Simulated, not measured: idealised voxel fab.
The following process module bears the name voxel fin reveal.
This is section cut - it's 215 nm across, gridded in 5 nm square cells.
Heads up, the way a cross-section reads in here is a grid of square cells, handed over as bands from the top down, with every band being one or more rows of cells. Top, bottom (nm), then materials left to right with widths (nm); lone material tagged "everywhere" fills the whole band edge to edge; "air" = empty space. Heads up on the height convention: 0 is the point under which the incoming wafer is all one material, and the lowest band has no bottom, it just keeps going down, like "from 0 down". So if you see something like "30..40" for the width, read it as the top row of the band sitting at the first number and the bottom row at the second, with every row in between moving by the same amount as the last. The designation "left unchanged", where it is given for a processing step, indicates that no cell of the cross-section was altered in the course of that step. So "Closed void catalog" is basically the list of trapped voids: any empty space of 8 cells or more that can't reach the top through an opening. They're written width x height at distance, the distance being from the left edge, and it's all nm. Read whatever lies past the settings on a step's line as the simulator's own remark about the step. overlay nm: for a step with a mask, the amount by which the mask lay right of where it was planned; a negative amount means left of it.

The following list gives the planned process steps
1,RECEIVE (material Si)
2,CONFORMAL_DEP (material SiN; thk nm 10)
3,MASKED_ETCH (tone cover; mask id FINS; width nm 15; pitch nm 45; etch materials SiN; depth nm 10; overlay nm 0)
4,MASKED_ETCH (tone cover; mask id FINS; width nm 15; pitch nm 45; etch materials Si; depth nm 30; overlay nm 0)
5,OXIDIZE (depth nm 5)
6,FILL_DEP (material SiO2; thk nm 15)
7,CMP (height nm 10)
8,SELECTIVE_ETCH (etch materials SiO2; depth nm 20)
9,STRIP (etch materials SiN)

Wafer at receipt (post step 1), cross-section
    from 0 down  Si everywhere
    Closed void catalog: none

Starting wafer: above. Plan: above. Run: one mistake. Cross-section after the module: below
    from 0 to -10  75 nm air, then 15 nm Si, then 30 nm air, then 15 nm Si, then 80 nm air
    from -10 to -35  75 nm SiO2, then 15 nm Si, then 30 nm SiO2, then 15 nm Si, then 80 nm SiO2
    from -35 down  Si everywhere
    Closed void catalog: none
Diagnosis: rather than as planned, step 3 actually ran as MASKED_ETCH (tone cover; mask id FINS; width nm 25; pitch nm 45; etch materials SiN; depth nm 10; overlay nm 0)
